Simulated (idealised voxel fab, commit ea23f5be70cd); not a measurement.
process module | voxel trench capacitor
cross-section cut | 245 nm wide | cells 5 nm
A cross-section is a grid of square cells, given in bands from the top down. A band is one or more rows of cells.
Each band's line starts with the height of the band's top and of its bottom, in nm. Then come its materials from left to right, each with its width in nm. One material with "throughout" fills the band from edge to edge. "air" is empty space.
Height 0 is the level under which the wafer as received is all one material. The lowest band goes on downwards, as in "0 down".
A width such as "30 to 40" changes by the same amount from each row of cells to the next, from the band's top row to its bottom row.
"no change" after a step means that no cell of the cross-section changed.
closed voids: empty space of 8 cells or more with no open way to the top, each as width x height at its distance from the left edge, in nm
after a step's settings: what the simulator itself notes on the step
overlay nm, on a step with a mask: how far to the right of its planned place the mask lay; to the left if negative
plan
1 op RECEIVE | material Si
2 op CONFORMAL_DEP | material SiN | thk nm 10
3 op MASKED_ETCH | tone open | mask id TRENCH | width nm 15 | pitch nm 30 | etch materials SiN | depth nm 10 | overlay nm 0
4 op MASKED_ETCH | tone open | mask id TRENCH | width nm 15 | pitch nm 30 | etch materials Si | depth nm 30 | overlay nm 0
5 op CONFORMAL_DEP | material Al2O3 | thk nm 5
6 op FILL_DEP | material polySi | thk nm 5
7 op CMP | height nm 10
first wafer, as planned
as received, after step 1
  0 down: Si throughout
  closed voids: none
after step 2
  10 to 0: SiN throughout
  below 0: unchanged
after step 3
  10 to 0: SiN 70 | air 15 | SiN 15 | air 15 | SiN 15 | air 15 | SiN 15 | air 15 | SiN 70
  below 0: unchanged
after step 4
  10 to 0: SiN 70 | air 15 | SiN 15 | air 15 | SiN 15 | air 15 | SiN 15 | air 15 | SiN 70
  0 to -30: Si 70 | air 15 | Si 15 | air 15 | Si 15 | air 15 | Si 15 | air 15 | Si 70
  below -30: unchanged
after step 5
  15 to 10: Al2O3 75 | air 5 | Al2O3 25 | air 5 | Al2O3 25 | air 5 | Al2O3 25 | air 5 | Al2O3 75
  10 to 0: SiN 70 | Al2O3 5 | air 5 | Al2O3 5 | SiN 15 | Al2O3 5 | air 5 | Al2O3 5 | SiN 15 | Al2O3 5 | air 5 | Al2O3 5 | SiN 15 | Al2O3 5 | air 5 | Al2O3 5 | SiN 70
  0 to -25: Si 70 | Al2O3 5 | air 5 | Al2O3 5 | Si 15 | Al2O3 5 | air 5 | Al2O3 5 | Si 15 | Al2O3 5 | air 5 | Al2O3 5 | Si 15 | Al2O3 5 | air 5 | Al2O3 5 | Si 70
  -25 to -30: Si 70 | Al2O3 15 | Si 15 | Al2O3 15 | Si 15 | Al2O3 15 | Si 15 | Al2O3 15 | Si 70
  below -30: unchanged
after step 6
  20 to 15: polySi throughout
  15 to 10: Al2O3 75 | polySi 5 | Al2O3 25 | polySi 5 | Al2O3 25 | polySi 5 | Al2O3 25 | polySi 5 | Al2O3 75
  10 to 0: SiN 70 | Al2O3 5 | polySi 5 | Al2O3 5 | SiN 15 | Al2O3 5 | polySi 5 | Al2O3 5 | SiN 15 | Al2O3 5 | polySi 5 | Al2O3 5 | SiN 15 | Al2O3 5 | polySi 5 | Al2O3 5 | SiN 70
  0 to -25: Si 70 | Al2O3 5 | polySi 5 | Al2O3 5 | Si 15 | Al2O3 5 | polySi 5 | Al2O3 5 | Si 15 | Al2O3 5 | polySi 5 | Al2O3 5 | Si 15 | Al2O3 5 | polySi 5 | Al2O3 5 | Si 70
  below -25: unchanged
after step 7
  10 to 0: SiN 70 | Al2O3 5 | polySi 5 | Al2O3 5 | SiN 15 | Al2O3 5 | polySi 5 | Al2O3 5 | SiN 15 | Al2O3 5 | polySi 5 | Al2O3 5 | SiN 15 | Al2O3 5 | polySi 5 | Al2O3 5 | SiN 70
  below 0: unchanged
second wafer: like start, like plan, one mistake. Through step 4 it matches the first wafer
when step 5 should have ended
  15 to 0: SiN 75 | air 5 | SiN 25 | air 5 | SiN 25 | air 5 | SiN 25 | air 5 | SiN 75
  0 to -25: Si 70 | SiN 5 | air 5 | SiN 5 | Si 15 | SiN 5 | air 5 | SiN 5 | Si 15 | SiN 5 | air 5 | SiN 5 | Si 15 | SiN 5 | air 5 | SiN 5 | Si 70
  -25 to -30: Si 70 | SiN 15 | Si 15 | SiN 15 | Si 15 | SiN 15 | Si 15 | SiN 15 | Si 70
  below -30: unchanged
when step 6 should have ended
  20 to 15: polySi throughout
  15 to 0: SiN 75 | polySi 5 | SiN 25 | polySi 5 | SiN 25 | polySi 5 | SiN 25 | polySi 5 | SiN 75
  0 to -25: Si 70 | SiN 5 | polySi 5 | SiN 5 | Si 15 | SiN 5 | polySi 5 | SiN 5 | Si 15 | SiN 5 | polySi 5 | SiN 5 | Si 15 | SiN 5 | polySi 5 | SiN 5 | Si 70
  below -25: unchanged
when step 7 should have ended
  10 to 0: SiN 75 | polySi 5 | SiN 25 | polySi 5 | SiN 25 | polySi 5 | SiN 25 | polySi 5 | SiN 75
  below 0: unchanged
what went wrong: step 5 ran as: op CONFORMAL_DEP | material SiN | thk nm 5
at the end the second wafer has, in cells: 68 fewer of Al2O3 | 68 more of SiN
